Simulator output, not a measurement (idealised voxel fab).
Process module heading - voxel plated lines
This is section cut - it's 245 nm across, gridded in 5 nm square cells.
A cross-section in this document is a grid of square cells, and it is written down as bands, the top band listed before the ones below it; a band is made up of one or more rows of cells.
The band entry comprises the height of the band's top followed by the height of its bottom, expressed in nm, and subsequently the band's materials from left to right, each stated together with its width in nm. Where a single material is marked with the word "edge to edge", that material fills the band from edge to edge. The word "blank" represents empty space.
Height is counted from the level 0, under which the received wafer is composed throughout of one material. The lowest of the bands is not closed at the bottom but continues downward, in the notation "0 -> down".
So if you see something like "30 to 40" for the width, read it as the top row of the band sitting at the first number and the bottom row at the second, with every row in between moving by the same amount as the last.
It should be understood that the words "nothing different", when stated for a given step, signify that the cross-section underwent no change in any of its cells during that step.
Closed void entries: empty space of 8 cells or more with no open way to the top, each as width x height at its distance from the left edge, in nm
It should be noted that, on the line of a given step, the content following the step's settings is a remark produced by the simulator itself with respect to that step.
The "overlay nm" setting may appear on a step's line; for a step that uses a mask, it gives how far to the right of its planned position the mask lay, and a negative value indicates the left.
Reading guide: pairs of cross-sections, before and after one process step; after view cut off at lowest changed band; step and settings listed under each pair. Pairs may stem from different runs of this module on the same starting wafer; continuity with the pair above only where the "Before processing step" entry states it.
## Before processing step
- 0 -> down: Si edge to edge
- Closed void entries: none
## Post-Step Snapshot
- 10 -> 0: SiO2 edge to edge
- below 0: unchanged
- Closed void entries: none
Which step turns the before cross-section above into the after cross-section? CONFORMAL_DEP with material SiO2, thk nm 10
Before processing step: per the after cross-section of the pair just above.
## Post-Step Snapshot
- 15 -> 10: TiN edge to edge
- below 10: unchanged
- Closed void entries: none
Which step turns the before cross-section above into the after cross-section? DIRECTIONAL_DEP with material TiN, thk nm 5
Before processing step: per the after cross-section of the pair just above.
## Post-Step Snapshot
- 30 -> 15: resist 80; blank 25; resist 30; blank 25; resist 85
- below 15: unchanged
- Closed void entries: none
Which step turns the before cross-section above into the after cross-section? PATTERN with tone open, mask id LINES, material resist, width nm 25, pitch nm 55, thk nm 15, overlay nm 0
Before processing step: per the after cross-section of the pair just above.
## Post-Step Snapshot
- 30 -> 25: resist 80; blank 25; resist 30; blank 25; resist 85
- 25 -> 15: resist 80; Ru 25; resist 30; Ru 25; resist 85
- below 15: unchanged
- Closed void entries: none
Which step turns the before cross-section above into the after cross-section? EPI with material Ru, thk nm 10
Before processing step: per the after cross-section of the pair just above.
## Post-Step Snapshot
- 25 -> 15: blank 80; Ru 25; blank 30; Ru 25; blank 85
- below 15: unchanged
- Closed void entries: none
Which step turns the before cross-section above into the after cross-section? STRIP with etch materials resist
Before processing step: per the after cross-section of the pair just above.
## Post-Step Snapshot
- 25 -> 15: blank 80; Ru 25; blank 30; Ru 25; blank 85
- 15 -> 10: blank 80; TiN 25; blank 30; TiN 25; blank 85
- below 10: unchanged
- Closed void entries: none
Which step turns the before cross-section above into the after cross-section? DIRECTIONAL_ETCH with etch materials TiN, depth nm 5
Before processing step: per the after cross-section of the pair just above.
## Post-Step Snapshot
- 35 -> 25: blank 70; SiCN 45; blank 10; SiCN 45; blank 75
- 25 -> 20: blank 70; SiCN 10; Ru 25; SiCN 10; blank 10; SiCN 10; Ru 25; SiCN 10; blank 75
- 20 -> 15: SiCN 80; Ru 25; SiCN 30; Ru 25; SiCN 85
- 15 -> 10: SiCN 80; TiN 25; SiCN 30; TiN 25; SiCN 85
- below 10: unchanged
- Closed void entries: none
Which step turns the before cross-section above into the after cross-section? CONFORMAL_DEP with material SiCN, thk nm 10
## Before processing step
- 30 -> 25: resist 80; blank 25; resist 30; blank 25; resist 85
- 25 -> 15: resist 80; Ru 25; resist 30; Ru 25; resist 85
- 15 -> 10: TiN edge to edge
- 10 -> 0: SiO2 edge to edge
- 0 -> down: Si edge to edge
- Closed void entries: none
## Post-Step Snapshot
- 35 -> 30: blank 75; Ru 35; blank 20; Ru 35; blank 80
- 30 -> 15: resist 80; Ru 25; resist 30; Ru 25; resist 85
- below 15: unchanged
- Closed void entries: none
Which step turns the before cross-section above into the after cross-section? EPI with material Ru, thk nm 10
Before processing step: per the after cross-section of the pair just above.
## Post-Step Snapshot
- 35 -> 30: blank 75; Ru 35; blank 20; Ru 35; blank 80
- 30 -> 15: blank 80; Ru 25; blank 30; Ru 25; blank 85
- below 15: unchanged
- Closed void entries: none
Which step turns the before cross-section above into the after cross-section? STRIP with etch materials resist
Before processing step: per the after cross-section of the pair just above.
## Post-Step Snapshot
- 35 -> 30: blank 75; Ru 35; blank 20; Ru 35; blank 80
- 30 -> 15: blank 80; Ru 25; blank 30; Ru 25; blank 85
- 15 -> 10: blank 75; TiN 35; blank 20; TiN 35; blank 80
- below 10: unchanged
- Closed void entries: none
Which step turns the before cross-section above into the after cross-section? DIRECTIONAL_ETCH with etch materials TiN, depth nm 5
Before processing step: per the after cross-section of the pair just above.
## Post-Step Snapshot
- 45 -> 35: blank 65; SiCN 110; blank 70
- 35 -> 30: blank 65; SiCN 10; Ru 35; SiCN 20; Ru 35; SiCN 10; blank 70
- 30 -> 20: blank 65; SiCN 15; Ru 25; SiCN 30; Ru 25; SiCN 15; blank 70
- 20 -> 15: SiCN 80; Ru 25; SiCN 30; Ru 25; SiCN 85
- 15 -> 10: SiCN 75; TiN 35; SiCN 20; TiN 35; SiCN 80
- below 10: unchanged
- Closed void entries: none
Which step turns the before cross-section above into the after cross-section? CONFORMAL_DEP with material SiCN, thk nm 10
## Before processing step
- 0 -> down: Si edge to edge
- Closed void entries: none
## Post-Step Snapshot
- 5 -> 0: TiN edge to edge
- below 0: unchanged
- Closed void entries: none
Which step turns the before cross-section above into the after cross-section? DIRECTIONAL_DEP with material TiN, thk nm 5
Before processing step: per the after cross-section of the pair just above.
## Post-Step Snapshot
- 15 -> 5: SiO2 edge to edge
- below 5: unchanged
- Closed void entries: none
Which step turns the before cross-section above into the after cross-section? CONFORMAL_DEP with material SiO2, thk nm 10
Before processing step: per the after cross-section of the pair just above.
## Post-Step Snapshot
- 30 -> 15: resist 80; blank 25; resist 30; blank 25; resist 85
- below 15: unchanged
- Closed void entries: none
Which step turns the before cross-section above into the after cross-section? PATTERN with tone open, mask id LINES, material resist, width nm 25, pitch nm 55, thk nm 15, overlay nm 0
Before processing step: per the after cross-section of the pair just above.
## Post-Step Snapshot
- 15 -> 5: SiO2 edge to edge
- below 5: unchanged
- Closed void entries: none
Which step turns the before cross-section above into the after cross-section? STRIP with etch materials resist
Before processing step: per the after cross-section of the pair just above.
## Post-Step Snapshot
- 25 -> 15: SiCN edge to edge
- below 15: unchanged
- Closed void entries: none
Which step turns the before cross-section above into the after cross-section? CONFORMAL_DEP with material SiCN, thk nm 10
## Before processing step
- 0 -> down: Si edge to edge
- Closed void entries: none
## Post-Step Snapshot
- 5 -> 0: SiO2 edge to edge
- below 0: unchanged
- Closed void entries: none
Which step turns the before cross-section above into the after cross-section? CONFORMAL_DEP with material SiO2, thk nm 5
Before processing step: per the after cross-section of the pair just above.
## Post-Step Snapshot
- 10 -> 5: TiN edge to edge
- below 5: unchanged
- Closed void entries: none
Which step turns the before cross-section above into the after cross-section? DIRECTIONAL_DEP with material TiN, thk nm 5
Before processing step: per the after cross-section of the pair just above.
## Post-Step Snapshot
- 25 -> 10: resist 80; blank 25; resist 30; blank 25; resist 85
- below 10: unchanged
- Closed void entries: none
Which step turns the before cross-section above into the after cross-section? PATTERN with tone open, mask id LINES, material resist, width nm 25, pitch nm 55, thk nm 15, overlay nm 0
Before processing step: per the after cross-section of the pair just above.
## Post-Step Snapshot
- 25 -> 20: resist 80; blank 25; resist 30; blank 25; resist 85
- 20 -> 10: resist 80; Ru 25; resist 30; Ru 25; resist 85
- below 10: unchanged
- Closed void entries: none
Which step turns the before cross-section above into the after cross-section? EPI with material Ru, thk nm 10
Before processing step: per the after cross-section of the pair just above.
## Post-Step Snapshot
- 20 -> 10: blank 80; Ru 25; blank 30; Ru 25; blank 85
- below 10: unchanged
- Closed void entries: none
Which step turns the before cross-section above into the after cross-section? STRIP with etch materials resist
Before processing step: per the after cross-section of the pair just above.
## Post-Step Snapshot
- 20 -> 10: blank 80; Ru 25; blank 30; Ru 25; blank 85
- 10 -> 5: blank 80; TiN 25; blank 30; TiN 25; blank 85
- below 5: unchanged
- Closed void entries: none
Which step turns the before cross-section above into the after cross-section? DIRECTIONAL_ETCH with etch materials TiN, depth nm 5
Before processing step: per the after cross-section of the pair just above.
## Post-Step Snapshot
- 30 -> 20: blank 70; SiCN 45; blank 10; SiCN 45; blank 75
- 20 -> 15: blank 70; SiCN 10; Ru 25; SiCN 10; blank 10; SiCN 10; Ru 25; SiCN 10; blank 75
- 15 -> 10: SiCN 80; Ru 25; SiCN 30; Ru 25; SiCN 85
- 10 -> 5: SiCN 80; TiN 25; SiCN 30; TiN 25; SiCN 85
- below 5: unchanged
- Closed void entries: none
Which step turns the before cross-section above into the after cross-section? CONFORMAL_DEP with material SiCN, thk nm 10
## Before processing step
- 15 -> 10: TiN edge to edge
- 10 -> 0: SiO2 edge to edge
- 0 -> down: Si edge to edge
- Closed void entries: none
## Post-Step Snapshot
- 30 -> 15: resist 80; blank 30; resist 25; blank 30; resist 80
- below 15: unchanged
- Closed void entries: none
Which step turns the before cross-section above into the after cross-section? PATTERN with tone open, mask id LINES, material resist, width nm 30, pitch nm 55, thk nm 15, overlay nm 0
Before processing step: per the after cross-section of the pair just above.
## Post-Step Snapshot
- 30 -> 25: resist 80; blank 30; resist 25; blank 30; resist 80
- 25 -> 15: resist 80; Ru 30; resist 25; Ru 30; resist 80
- below 15: unchanged
- Closed void entries: none
Which step turns the before cross-section above into the after cross-section? EPI with material Ru, thk nm 10
Before processing step: per the after cross-section of the pair just above.
## Post-Step Snapshot
- 25 -> 15: blank 80; Ru 30; blank 25; Ru 30; blank 80
- below 15: unchanged
- Closed void entries: none
Which step turns the before cross-section above into the after cross-section? STRIP with etch materials resist
Before processing step: per the after cross-section of the pair just above.
## Post-Step Snapshot
- 25 -> 15: blank 80; Ru 30; blank 25; Ru 30; blank 80
- 15 -> 10: blank 80; TiN 30; blank 25; TiN 30; blank 80
- below 10: unchanged
- Closed void entries: none
Which step turns the before cross-section above into the after cross-section? DIRECTIONAL_ETCH with etch materials TiN, depth nm 5
Before processing step: per the after cross-section of the pair just above.
## Post-Step Snapshot
- 35 -> 25: blank 70; SiCN 50; blank 5; SiCN 50; blank 70
- 25 -> 20: blank 70; SiCN 10; Ru 30; SiCN 10; blank 5; SiCN 10; Ru 30; SiCN 10; blank 70
- 20 -> 15: SiCN 80; Ru 30; SiCN 25; Ru 30; SiCN 80
- 15 -> 10: SiCN 80; TiN 30; SiCN 25; TiN 30; SiCN 80
- below 10: unchanged
- Closed void entries: none
Which step turns the before cross-section above into the after cross-section? CONFORMAL_DEP with material SiCN, thk nm 10
## Before processing step
- 15 -> 10: TiN edge to edge
- 10 -> 0: SiO2 edge to edge
- 0 -> down: Si edge to edge
- Closed void entries: none
## Post-Step Snapshot
- 30 -> 15: resist 75; blank 25; resist 30; blank 25; resist 90
- below 15: unchanged
- Closed void entries: none
Which step turns the before cross-section above into the after cross-section? PATTERN with tone open, mask id LINES, material resist, width nm 25, pitch nm 55, thk nm 15, overlay nm -5
Before processing step: per the after cross-section of the pair just above.
## Post-Step Snapshot
- 30 -> 25: resist 75; blank 25; resist 30; blank 25; resist 90
- 25 -> 15: resist 75; Ru 25; resist 30; Ru 25; resist 90
- below 15: unchanged
- Closed void entries: none
Which step turns the before cross-section above into the after cross-section? EPI with material Ru, thk nm 10
Before processing step: per the after cross-section of the pair just above.
## Post-Step Snapshot
- 25 -> 15: blank 75; Ru 25; blank 30; Ru 25; blank 90
- below 15: unchanged
- Closed void entries: none
Which step turns the before cross-section above into the after cross-section? STRIP with etch materials resist
Before processing step: per the after cross-section of the pair just above.
## Post-Step Snapshot
- 25 -> 15: blank 75; Ru 25; blank 30; Ru 25; blank 90
- 15 -> 10: blank 75; TiN 25; blank 30; TiN 25; blank 90
- below 10: unchanged
- Closed void entries: none
Which step turns the before cross-section above into the after cross-section? DIRECTIONAL_ETCH with etch materials TiN, depth nm 5
Before processing step: per the after cross-section of the pair just above.
## Post-Step Snapshot
- 35 -> 25: blank 65; SiCN 45; blank 10; SiCN 45; blank 80
- 25 -> 20: blank 65; SiCN 10; Ru 25; SiCN 10; blank 10; SiCN 10; Ru 25; SiCN 10; blank 80
- 20 -> 15: SiCN 75; Ru 25; SiCN 30; Ru 25; SiCN 90
- 15 -> 10: SiCN 75; TiN 25; SiCN 30; TiN 25; SiCN 90
- below 10: unchanged
- Closed void entries: none
Which step turns the before cross-section above into the after cross-section? CONFORMAL_DEP with material SiCN, thk nm 10
## Before processing step
- 10 -> 0: SiO2 edge to edge
- 0 -> down: Si edge to edge
- Closed void entries: none
## Post-Step Snapshot
- 15 -> 0: SiO2 edge to edge
- below 0: unchanged
- Closed void entries: none
Which step turns the before cross-section above into the after cross-section? DIRECTIONAL_DEP with material SiO2, thk nm 5
Before processing step: per the after cross-section of the pair just above.
## Post-Step Snapshot
- 30 -> 15: resist 80; blank 25; resist 30; blank 25; resist 85
- below 15: unchanged
- Closed void entries: none
Which step turns the before cross-section above into the after cross-section? PATTERN with tone open, mask id LINES, material resist, width nm 25, pitch nm 55, thk nm 15, overlay nm 0
Before processing step: per the after cross-section of the pair just above.
## Post-Step Snapshot
- 15 -> 0: SiO2 edge to edge
- below 0: unchanged
- Closed void entries: none
Which step turns the before cross-section above into the after cross-section? STRIP with etch materials resist
Before processing step: per the after cross-section of the pair just above.
## Post-Step Snapshot
- 25 -> 15: SiCN edge to edge
- below 15: unchanged
- Closed void entries: none
Which step turns the before cross-section above into the after cross-section? CONFORMAL_DEP with material SiCN, thk nm 10
## Before processing step
- 15 -> 10: TiN edge to edge
- 10 -> 0: SiO2 edge to edge
- 0 -> down: Si edge to edge
- Closed void entries: none
## Post-Step Snapshot
- 30 -> 15: blank 80; resist 25; blank 30; resist 25; blank 85
- below 15: unchanged
- Closed void entries: none
Which step turns the before cross-section above into the after cross-section? PATTERN with tone cover, mask id LINES, material resist, width nm 25, pitch nm 55, thk nm 15, overlay nm 0
Before processing step: per the after cross-section of the pair just above.
## Post-Step Snapshot
- 30 -> 25: blank 80; resist 25; blank 30; resist 25; blank 85
- 25 -> 15: Ru 80; resist 25; Ru 30; resist 25; Ru 85
- below 15: unchanged
- Closed void entries: none
Which step turns the before cross-section above into the after cross-section? EPI with material Ru, thk nm 10
Before processing step: per the after cross-section of the pair just above.
## Post-Step Snapshot
- 25 -> 15: Ru 80; blank 25; Ru 30; blank 25; Ru 85
- below 15: unchanged
- Closed void entries: none
Which step turns the before cross-section above into the after cross-section? STRIP with etch materials resist
Before processing step: per the after cross-section of the pair just above.
## Post-Step Snapshot
- 25 -> 15: Ru 80; blank 25; Ru 30; blank 25; Ru 85
- 15 -> 10: TiN 80; blank 25; TiN 30; blank 25; TiN 85
- below 10: unchanged
- Closed void entries: none
Which step turns the before cross-section above into the after cross-section? DIRECTIONAL_ETCH with etch materials TiN, depth nm 5
Before processing step: per the after cross-section of the pair just above.
## Post-Step Snapshot
- 35 -> 25: SiCN 90; blank 5; SiCN 50; blank 5; SiCN 95
- 25 -> 20: Ru 80; SiCN 10; blank 5; SiCN 10; Ru 30; SiCN 10; blank 5; SiCN 10; Ru 85
- 20 -> 15: Ru 80; SiCN 25; Ru 30; SiCN 25; Ru 85
- 15 -> 10: TiN 80; SiCN 25; TiN 30; SiCN 25; TiN 85
- below 10: unchanged
- Closed void entries: none
Which step turns the before cross-section above into the after cross-section? CONFORMAL_DEP with material SiCN, thk nm 10
